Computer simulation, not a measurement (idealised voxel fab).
process module | voxel self aligned contacts
cross-section cut | 210 nm wide | cells 5 nm
A cross-section is a grid of square cells, given in bands from the top down. A band is one or more rows of cells.
Each band's line starts with the height of the band's top and of its bottom, in nm. Then come its materials from left to right, each with its width in nm. One material with "throughout" fills the band from edge to edge. "air" is empty space.
Height 0 is the level under which the wafer as received is all one material. The lowest band goes on downwards, as in "0 down".
A width such as "30 to 40" changes by the same amount from each row of cells to the next, from the band's top row to its bottom row.
"no change" after a step means that no cell of the cross-section changed.
closed voids: empty space of 8 cells or more with no open way to the top, each as width x height at its distance from the left edge, in nm
after a step's settings: what the simulator itself notes on the step
overlay nm, on a step with a mask: how far to the right of its planned place the mask lay; to the left if negative
plan
1 op RECEIVE | material Si
2 op CONFORMAL_DEP | material SiO2 | thk nm 5
3 op DIRECTIONAL_DEP | material polySi | thk nm 30
4 op DIRECTIONAL_DEP | material SiN | thk nm 20
5 op PATTERN | tone cover | mask id GATE | material resist | width nm 25 | pitch nm 50 | thk nm 15 | overlay nm 0
6 op DIRECTIONAL_ETCH | etch materials SiN | depth nm 20
7 op DIRECTIONAL_ETCH | etch materials polySi | depth nm 30
8 op STRIP | etch materials resist
9 op CONFORMAL_DEP | material SiN | thk nm 5
10 op DIRECTIONAL_ETCH | etch materials SiN | depth nm 5
11 op FILL_DEP | material SiO2 | thk nm 10
12 op CMP | height nm 60
13 op PATTERN | tone open | mask id CONTACT | material resist | width nm 35 | thk nm 15 | overlay nm 0
14 op DIRECTIONAL_ETCH | etch materials SiO2 | depth nm 60
15 op STRIP | etch materials resist
16 op CONFORMAL_DEP | material TiN | thk nm 5
17 op FILL_DEP | material Ru | thk nm 5
18 op CMP | height nm 60
19 op CONFORMAL_DEP | material SiN | thk nm 5
first wafer, as planned
as received, after step 1
  0 down: Si throughout
  closed voids: none
after step 2
  5 to 0: SiO2 throughout
  below 0: unchanged
after step 3
  35 to 5: polySi throughout
  below 5: unchanged
after step 4
  55 to 35: SiN throughout
  below 35: unchanged
after step 5
  70 to 55: air 65 | resist 25 | air 25 | resist 25 | air 70
  below 55: unchanged
after step 6
  70 to 55: air 65 | resist 25 | air 25 | resist 25 | air 70
  55 to 35: air 65 | SiN 25 | air 25 | SiN 25 | air 70
  below 35: unchanged
after step 7
  70 to 55: air 65 | resist 25 | air 25 | resist 25 | air 70
  55 to 35: air 65 | SiN 25 | air 25 | SiN 25 | air 70
  35 to 5: air 65 | polySi 25 | air 25 | polySi 25 | air 70
  below 5: unchanged
after step 8
  55 to 35: air 65 | SiN 25 | air 25 | SiN 25 | air 70
  below 35: unchanged
after step 9
  60 to 35: air 60 | SiN 35 | air 15 | SiN 35 | air 65
  35 to 10: air 60 | SiN 5 | polySi 25 | SiN 5 | air 15 | SiN 5 | polySi 25 | SiN 5 | air 65
  10 to 5: SiN 65 | polySi 25 | SiN 25 | polySi 25 | SiN 70
  below 5: unchanged
after step 10
  55 to 35: air 60 | SiN 35 | air 15 | SiN 35 | air 65
  35 to 5: air 60 | SiN 5 | polySi 25 | SiN 5 | air 15 | SiN 5 | polySi 25 | SiN 5 | air 65
  below 5: unchanged
after step 11
  65 to 55: SiO2 throughout
  55 to 35: SiO2 60 | SiN 35 | SiO2 15 | SiN 35 | SiO2 65
  35 to 5: SiO2 60 | SiN 5 | polySi 25 | SiN 5 | SiO2 15 | SiN 5 | polySi 25 | SiN 5 | SiO2 65
  below 5: unchanged
after step 12
  60 to 55: SiO2 throughout
  below 55: unchanged
after step 13
  75 to 60: resist 85 | air 35 | resist 90
  below 60: unchanged
after step 14
  75 to 60: resist 85 | air 35 | resist 90
  60 to 55: SiO2 85 | air 35 | SiO2 90
  55 to 35: SiO2 60 | SiN 35 | air 15 | SiN 35 | SiO2 65
  35 to 5: SiO2 60 | SiN 5 | polySi 25 | SiN 5 | air 15 | SiN 5 | polySi 25 | SiN 5 | SiO2 65
  5 to 0: SiO2 95 | air 15 | SiO2 100
  below 0: unchanged
after step 15
  60 to 55: SiO2 85 | air 35 | SiO2 90
  below 55: unchanged
after step 16
  65 to 60: TiN 90 | air 25 | TiN 95
  60 to 55: SiO2 85 | TiN 15 | air 5 | TiN 15 | SiO2 90
  55 to 35: SiO2 60 | SiN 35 | TiN 5 | air 5 | TiN 5 | SiN 35 | SiO2 65
  35 to 5: SiO2 60 | SiN 5 | polySi 25 | SiN 5 | TiN 5 | air 5 | TiN 5 | SiN 5 | polySi 25 | SiN 5 | SiO2 65
  5 to 0: SiO2 95 | TiN 15 | SiO2 100
  below 0: unchanged
after step 17
  70 to 65: Ru throughout
  65 to 60: TiN 90 | Ru 25 | TiN 95
  60 to 55: SiO2 85 | TiN 15 | Ru 5 | TiN 15 | SiO2 90
  55 to 35: SiO2 60 | SiN 35 | TiN 5 | Ru 5 | TiN 5 | SiN 35 | SiO2 65
  35 to 5: SiO2 60 | SiN 5 | polySi 25 | SiN 5 | TiN 5 | Ru 5 | TiN 5 | SiN 5 | polySi 25 | SiN 5 | SiO2 65
  below 5: unchanged
after step 18
  60 to 55: SiO2 85 | TiN 15 | Ru 5 | TiN 15 | SiO2 90
  below 55: unchanged
after step 19
  65 to 60: SiN throughout
  below 60: unchanged
second wafer: like start, like plan, one mistake. Through step 12 it matches the first wafer
when step 13 should have ended
  75 to 60: air 85 | resist 35 | air 90
  below 60: unchanged
when step 14 should have ended
  75 to 60: air 85 | resist 35 | air 90
  60 to 55: air 85 | SiO2 35 | air 90
  55 to 35: air 60 | SiN 35 | SiO2 15 | SiN 35 | air 65
  35 to 5: air 60 | SiN 5 | polySi 25 | SiN 5 | SiO2 15 | SiN 5 | polySi 25 | SiN 5 | air 65
  5 to 0: air 60 | SiO2 85 | air 65
  below 0: unchanged
when step 15 should have ended
  60 to 55: air 85 | SiO2 35 | air 90
  below 55: unchanged
when step 16 should have ended
  65 to 60: air 80 | TiN 45 | air 85
  60 to 55: air 55 | TiN 30 | SiO2 35 | TiN 30 | air 60
  55 to 35: air 55 | TiN 5 | SiN 35 | SiO2 15 | SiN 35 | TiN 5 | air 60
  35 to 5: air 55 | TiN 5 | SiN 5 | polySi 25 | SiN 5 | SiO2 15 | SiN 5 | polySi 25 | SiN 5 | TiN 5 | air 60
  5 to 0: TiN 60 | SiO2 85 | TiN 65
  below 0: unchanged
when step 17 should have ended
  70 to 65: Ru throughout
  65 to 60: Ru 80 | TiN 45 | Ru 85
  60 to 55: Ru 55 | TiN 30 | SiO2 35 | TiN 30 | Ru 60
  55 to 35: Ru 55 | TiN 5 | SiN 35 | SiO2 15 | SiN 35 | TiN 5 | Ru 60
  35 to 5: Ru 55 | TiN 5 | SiN 5 | polySi 25 | SiN 5 | SiO2 15 | SiN 5 | polySi 25 | SiN 5 | TiN 5 | Ru 60
  below 5: unchanged
when step 18 should have ended
  60 to 55: Ru 55 | TiN 30 | SiO2 35 | TiN 30 | Ru 60
  below 55: unchanged
when step 19 should have ended
  65 to 60: SiN throughout
  below 60: unchanged
what went wrong: step 13 ran as: op PATTERN | tone cover | mask id CONTACT | material resist | width nm 35 | thk nm 15 | overlay nm 0
at the end the second wafer has, in cells: 242 more of Ru | 270 fewer of SiO2 | 28 more of TiN
